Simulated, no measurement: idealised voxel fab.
Process module name: voxel transistor to metal
Pictured: cross-section cut, 200 nm wide, on a grid of 5 nm square cells.
Cross-section format: a grid of square cells, given as bands from top to bottom; each band is one or more rows of cells. This entry defines a band. It first specifies the height of the band's top and the height of its bottom in nm, and then specifies the band's materials from left to right, stating each material with its width in nm. The word "throughout" identifies a single material that fills the band from edge to edge, while the word "blank" identifies empty space. All heights in this document are referenced to 0, defined as the level beneath which the wafer, as received, consists entirely of one material. The lowest band is not bounded below; it extends indefinitely downward and is written in the form "0 and below". A width such as "30->40" changes by the same amount from each row of cells to the next, from the band's top row to its bottom row. "nothing different", as given for a step, is the statement that not any cell of the cross-section underwent a change during that step. Basically, "Voids, fully enclosed" tells you about the enclosed voids: empty spaces with no open way to the top, 8 cells or bigger, each written width x height at distance, where distance is from the left edge, all in nm. Note: text after step settings on the step line = simulator remark on that step. overlay nm: where the mask lay relative to plan, measured to the right, on steps with a mask; negatives go left.

## These are the steps we planned for the process
| 1 | RECEIVE with material Si |
| 2 | OXIDIZE with depth nm 5 |
| 3 | CONFORMAL_DEP with material SiN, thk nm 10 |
| 4 | DIRECTIONAL_DEP with material aC, thk nm 10 |
| 5 | PATTERN with tone cover, mask id ACTIVE, material resist, width nm 115, thk nm 30, overlay nm 0 |
| 6 | DIRECTIONAL_ETCH with etch materials aC, depth nm 10 |
| 7 | STRIP with etch materials resist |
| 8 | DIRECTIONAL_ETCH with etch materials SiN, depth nm 10 |
| 9 | DIRECTIONAL_ETCH with etch materials SiO2, depth nm 5 |
| 10 | DIRECTIONAL_ETCH with etch materials Si, depth nm 20 |
| 11 | STRIP with etch materials aC |
| 12 | OXIDIZE with depth nm 5 |
| 13 | FILL_DEP with material SiO2, thk nm 5 |
| 14 | CMP with height nm 10 |
| 15 | SELECTIVE_ETCH with etch materials SiO2, depth nm 5 |
| 16 | STRIP with etch materials SiN |
| 17 | SELECTIVE_ETCH with etch materials SiO2, depth nm 5 |
| 18 | OXIDIZE with depth nm 5 |
| 19 | DIRECTIONAL_DEP with material polySi, thk nm 25 |
| 20 | DIRECTIONAL_DEP with material SiCN, thk nm 15 |
| 21 | PATTERN with tone cover, mask id GATE, material resist, width nm 35, thk nm 15, overlay nm 0 |
| 22 | DIRECTIONAL_ETCH with etch materials SiCN, depth nm 25 |
| 23 | DIRECTIONAL_ETCH with etch materials polySi, depth nm 35 |
| 24 | STRIP with etch materials resist |
| 25 | CONFORMAL_DEP with material SiN, thk nm 5 |
| 26 | DIRECTIONAL_ETCH with etch materials SiN, depth nm 5 |
| 27 | DIRECTIONAL_ETCH with etch materials SiO2, depth nm 5 |
| 28 | DIRECTIONAL_ETCH with etch materials Si, depth nm 10 |
| 29 | EPI with material pSi, thk nm 15 |
| 30 | FILL_DEP with material SiO2, thk nm 10 |
| 31 | CMP with height nm 20 |
| 32 | STRIP with etch materials polySi |
| 33 | SELECTIVE_ETCH with etch materials SiO2, depth nm 5 |
| 34 | CONFORMAL_DEP with material HfO2, thk nm 5 |
| 35 | CONFORMAL_DEP with material TiN, thk nm 5 |
| 36 | FILL_DEP with material W, thk nm 10 |
| 37 | CMP with height nm 15 |
| 38 | DIRECTIONAL_DEP with material SiO2, thk nm 10 |
| 39 | MASKED_ETCH with tone open, mask id CONTACT, width nm 15, pitch nm 80, etch materials SiO2, depth nm 30, overlay nm 0 |
| 40 | CONFORMAL_DEP with material TiN, thk nm 5 |
| 41 | FILL_DEP with material Ru, thk nm 10 |
| 42 | CMP with height nm 25 |
| 43 | CONFORMAL_DEP with material SiN, thk nm 5 |
| 44 | DIRECTIONAL_DEP with material SiO2, thk nm 20 |
| 45 | MASKED_ETCH with tone open, mask id METAL_1, width nm 15, pitch nm 80, etch materials SiO2, depth nm 20, overlay nm 0 |
| 46 | MASKED_ETCH with tone open, mask id METAL_1, width nm 15, pitch nm 80, etch materials SiN, depth nm 5, overlay nm 0 |
| 47 | CONFORMAL_DEP with material TiN, thk nm 5 |
| 48 | FILL_DEP with material Cu, thk nm 5 |
| 49 | CMP with height nm 50 |
| 50 | EPI with material Ru, thk nm 5 |
| 51 | FILL_DEP with material SiCN, thk nm 5 |

## Incoming wafer in cross-section (state: after step 1)
    0 and below: Si throughout
    Voids, fully enclosed: none

## End-of-module cross-section. Starting structure and process plan as above; one mistake made in running it
    60 down to 55: SiCN throughout
    55 down to 50: SiCN (45)  Ru (25)  SiCN (55)  Ru (25)  SiCN (50)
    50 down to 45: SiO2 (50)  TiN (5)  Cu (5)  TiN (5)  SiO2 (65)  TiN (5)  Cu (5)  TiN (5)  SiO2 (55)
    45 down to 40: SiN (50)  TiN (15)  SiN (65)  TiN (15)  SiN (55)
    40 down to 30: Ru throughout
    30 down to 25: TiN (55)  Ru (5)  TiN (75)  Ru (5)  TiN (60)
    25 down to 15: SiO2 (50)  TiN (5)  Ru (5)  TiN (5)  SiO2 (65)  TiN (5)  Ru (5)  TiN (5)  SiO2 (55)
    15 down to 10: SiO2 (50)  TiN (5)  Ru (5)  TiN (5)  SiO2 (10)  SiN (5)  HfO2 (5)  TiN (5)  W (15)  TiN (5)  HfO2 (5)  SiN (5)  SiO2 (10)  TiN (5)  Ru (5)  TiN (5)  SiO2 (55)
    10 down to 5: SiO2 (50)  TiN (15)  SiO2 (10)  SiN (5)  HfO2 (5)  TiN (5)  W (15)  TiN (5)  HfO2 (5)  SiN (5)  SiO2 (10)  TiN (15)  SiO2 (55)
    5 down to 0: SiO2 (50)  TiN (10)  pSi (15)  SiN (5)  HfO2 (5)  TiN (5)  W (15)  TiN (5)  HfO2 (5)  SiN (5)  pSi (15)  TiN (10)  SiO2 (55)
    0 down to -5: SiO2 (35)  SiN (5)  SiO2 (10)  TiN (10)  pSi (15)  SiN (5)  HfO2 (5)  TiN (25)  HfO2 (5)  SiN (5)  pSi (15)  TiN (10)  SiO2 (10)  SiN (5)  SiO2 (40)
    -5 down to -10: SiO2 (40)  pSi (35)  HfO2 (45)  pSi (35)  SiO2 (45)
    -10 down to -20: SiO2 (45)  pSi (30)  Si (45)  pSi (30)  SiO2 (50)
    -20 down to -30: SiO2 (45)  Si (105)  SiO2 (50)
    -30 and below: Si throughout
    Voids, fully enclosed: none
Finding, execution versus plan: step 42 of the plan: omitted, not performed
